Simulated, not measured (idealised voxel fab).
process module | voxel gate over fins
cross-section cut | 215 nm wide | cells 5 nm
A cross-section is a grid of square cells, given in bands from the top down. A band is one or more rows of cells.
Each band's line starts with the height of the band's top and of its bottom, in nm. Then come its materials from left to right, each with its width in nm. One material with "throughout" fills the band from edge to edge. "air" is empty space.
Height 0 is the level under which the wafer as received is all one material. The lowest band goes on downwards, as in "0 down".
A width such as "30 to 40" changes by the same amount from each row of cells to the next, from the band's top row to its bottom row.
"no change" after a step means that no cell of the cross-section changed.
closed voids: empty space of 8 cells or more with no open way to the top, each as width x height at its distance from the left edge, in nm
after a step's settings: what the simulator itself notes on the step
overlay nm, on a step with a mask: how far to the right of its planned place the mask lay; to the left if negative
Each pair below shows a cross-section before one step and the cross-section after it, down to the lowest band that changed. The line under each pair gives the step between them, with its settings. The pairs can come from different runs of this module on the same starting wafer, so a pair continues from the pair above only where its "before" says so.
before
  15 to 10: TiAl throughout
  10 to 5: TiN 85 | TiAl 5 | TiN 35 | TiAl 5 | TiN 85
  5 to 0: HfO2 80 | TiN 15 | HfO2 25 | TiN 15 | HfO2 80
  0 to -5: Si 75 | HfO2 25 | Si 15 | HfO2 25 | Si 75
  -5 down: Si throughout
  closed voids: none
after
  20 to 15: TiN throughout
  below 15: unchanged
  closed voids: none
the step between: op CONFORMAL_DEP | material TiN | thk nm 5
before: the cross-section after the pair above
after
  30 to 20: W throughout
  below 20: unchanged
  closed voids: none
the step between: op FILL_DEP | material W | thk nm 10
before: the cross-section after the pair above
after
  25 to 20: W throughout
  below 20: unchanged
  closed voids: none
the step between: op CMP | height nm 25
before: the cross-section after the pair above
after
  35 to 25: SiCN throughout
  below 25: unchanged
  closed voids: none
the step between: op CONFORMAL_DEP | material SiCN | thk nm 10
